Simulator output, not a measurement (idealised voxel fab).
Process module, titled voxel gate over fins
The cross-section on display is named cut; it measures 290 nm wide, and its cells are 5 nm squares.
Cross-section, as written here: a square-cell grid given band by band from the top down, where a band holds one or more rows of cells. First you get the band's top height and its bottom height, in nm, and then the materials it's made of, left to right, with each width in nm. If you see a single material with "full width", that one covers the band edge to edge. "air" is empty space. For the purposes of this specification, 0 denotes the height below which the wafer in its as-received condition is composed wholly of one material, and the lowermost band, lacking a lower limit, extends downward without end, as expressed in "0 -> down". Graded width ("30..40"): value in top row of band = first number; value in bottom row = second number; row-to-row change constant. The designation "nothing altered", where it is given for a processing step, indicates that no cell of the cross-section was altered in the course of that step. Cavities, sealed: empty space of 8 cells or more with no open way to the top, each as width x height at its distance from the left edge, in nm. Read whatever lies past the settings on a step's line as the simulator's own remark about the step. overlay nm: right-of-plan distance of the mask on a masked step; negative values mean left-of-plan.
[Listed below are the process steps as planned]
1: RECEIVE,material Si
2: CONFORMAL_DEP,material SiN,thk nm 5
3: MASKED_ETCH,tone cover,mask id FINS,width nm 15,pitch nm 35,etch materials SiN,depth nm 5,overlay nm 0
4: MASKED_ETCH,tone cover,mask id FINS,width nm 15,pitch nm 35,etch materials Si,depth nm 35,overlay nm 0
5: FILL_DEP,material SiO2,thk nm 5
6: CMP,height nm 5
7: SELECTIVE_ETCH,etch materials SiO2,depth nm 15
8: STRIP,etch materials SiN
9: CONFORMAL_DEP,material HfO2,thk nm 5
10: CONFORMAL_DEP,material TiN,thk nm 5
11: FILL_DEP,material W,thk nm 15
12: CMP,height nm 20
13: CONFORMAL_DEP,material SiCN,thk nm 5
[On the first of the two wafers: run conducted according to plan]
[Here's what the wafer looked like in cross-section when it arrived - that's after step 1]
    0 -> down = Si full width
    Cavities, sealed: none
[You're looking at a cross-section of the wafer after step 2]
    5 -> 0 = SiN full width
    Unchanged below 0.
[You're looking at a cross-section of the wafer after step 3]
    5 -> 0 = air: 120; SiN: 15; air: 20; SiN: 15; air: 120
    Unchanged below 0.
[You're looking at a cross-section of the wafer after step 4]
    5 -> 0 = air: 120; SiN: 15; air: 20; SiN: 15; air: 120
    0 -> -35 = air: 120; Si: 15; air: 20; Si: 15; air: 120
    Unchanged below -35.
[You're looking at a cross-section of the wafer after step 5]
    10 -> 5 = SiO2 full width
    5 -> 0 = SiO2: 120; SiN: 15; SiO2: 20; SiN: 15; SiO2: 120
    0 -> -35 = SiO2: 120; Si: 15; SiO2: 20; Si: 15; SiO2: 120
    Unchanged below -35.
[You're looking at a cross-section of the wafer after step 6]
    5 -> 0 = SiO2: 120; SiN: 15; SiO2: 20; SiN: 15; SiO2: 120
    Unchanged below 0.
[You're looking at a cross-section of the wafer after step 7]
    5 -> 0 = air: 120; SiN: 15; air: 20; SiN: 15; air: 120
    0 -> -10 = air: 120; Si: 15; air: 20; Si: 15; air: 120
    Unchanged below -10.
[You're looking at a cross-section of the wafer after step 8]
    0 -> -10 = air: 120; Si: 15; air: 20; Si: 15; air: 120
    Unchanged below -10.
[You're looking at a cross-section of the wafer after step 9]
    5 -> 0 = air: 115; HfO2: 25; air: 10; HfO2: 25; air: 115
    0 -> -5 = air: 115; HfO2: 5; Si: 15; HfO2: 5; air: 10; HfO2: 5; Si: 15; HfO2: 5; air: 115
    -5 -> -10 = HfO2: 120; Si: 15; HfO2: 20; Si: 15; HfO2: 120
    Unchanged below -10.
[You're looking at a cross-section of the wafer after step 10]
    10 -> 5 = air: 110; TiN: 70; air: 110
    5 -> 0 = air: 110; TiN: 5; HfO2: 25; TiN: 10; HfO2: 25; TiN: 5; air: 110
    0 -> -5 = TiN: 115; HfO2: 5; Si: 15; HfO2: 5; TiN: 10; HfO2: 5; Si: 15; HfO2: 5; TiN: 115
    Unchanged below -5.
[You're looking at a cross-section of the wafer after step 11]
    25 -> 10 = W full width
    10 -> 5 = W: 110; TiN: 70; W: 110
    5 -> 0 = W: 110; TiN: 5; HfO2: 25; TiN: 10; HfO2: 25; TiN: 5; W: 110
    Unchanged below 0.
[You're looking at a cross-section of the wafer after step 12]
    20 -> 10 = W full width
    Unchanged below 10.
[You're looking at a cross-section of the wafer after step 13]
    25 -> 20 = SiCN full width
    Unchanged below 20.
[Companion wafer, the second of two: same beginning, same intended sequence, one mistake in carrying it out; through step 7 inclusive it tracks the first exactly]
[Second wafer shown in cross-section at the time step 8 was slated to end]
    5 -> 0 = air: 120; SiN: 15; air: 20; SiN: 15; air: 120
    0 -> -35 = air: 120; Si: 15; air: 20; Si: 15; air: 120
    Unchanged below -35.
[Second wafer shown in cross-section at the time step 9 was slated to end]
    10 -> 5 = air: 115; HfO2: 25; air: 10; HfO2: 25; air: 115
    5 -> 0 = air: 115; HfO2: 5; SiN: 15; HfO2: 5; air: 10; HfO2: 5; SiN: 15; HfO2: 5; air: 115
    0 -> -30 = air: 115; HfO2: 5; Si: 15; HfO2: 5; air: 10; HfO2: 5; Si: 15; HfO2: 5; air: 115
    -30 -> -35 = HfO2: 120; Si: 15; HfO2: 20; Si: 15; HfO2: 120
    Unchanged below -35.
[Second wafer shown in cross-section at the time step 10 was slated to end]
    15 -> 10 = air: 110; TiN: 70; air: 110
    10 -> 5 = air: 110; TiN: 5; HfO2: 25; TiN: 10; HfO2: 25; TiN: 5; air: 110
    5 -> 0 = air: 110; TiN: 5; HfO2: 5; SiN: 15; HfO2: 5; TiN: 10; HfO2: 5; SiN: 15; HfO2: 5; TiN: 5; air: 110
    0 -> -25 = air: 110; TiN: 5; HfO2: 5; Si: 15; HfO2: 5; TiN: 10; HfO2: 5; Si: 15; HfO2: 5; TiN: 5; air: 110
    -25 -> -30 = TiN: 115; HfO2: 5; Si: 15; HfO2: 5; TiN: 10; HfO2: 5; Si: 15; HfO2: 5; TiN: 115
    Unchanged below -30.
[Second wafer shown in cross-section at the time step 11 was slated to end]
    30 -> 15 = W full width
    15 -> 10 = W: 110; TiN: 70; W: 110
    10 -> 5 = W: 110; TiN: 5; HfO2: 25; TiN: 10; HfO2: 25; TiN: 5; W: 110
    5 -> 0 = W: 110; TiN: 5; HfO2: 5; SiN: 15; HfO2: 5; TiN: 10; HfO2: 5; SiN: 15; HfO2: 5; TiN: 5; W: 110
    0 -> -25 = W: 110; TiN: 5; HfO2: 5; Si: 15; HfO2: 5; TiN: 10; HfO2: 5; Si: 15; HfO2: 5; TiN: 5; W: 110
    Unchanged below -25.
[Second wafer shown in cross-section at the time step 12 was slated to end]
    20 -> 15 = W full width
    Unchanged below 15.
[Second wafer shown in cross-section at the time step 13 was slated to end]
    25 -> 20 = SiCN full width
    Unchanged below 20.
Short version of what went wrong: step 8 went in with a setting other than planned; the actual run was STRIP,etch materials SiO2
Final comparison by cell count, materials where the second wafer has more or fewer than the first: +24 HfO2, +6 SiN, -260 SiO2, +24 TiN, +206 W
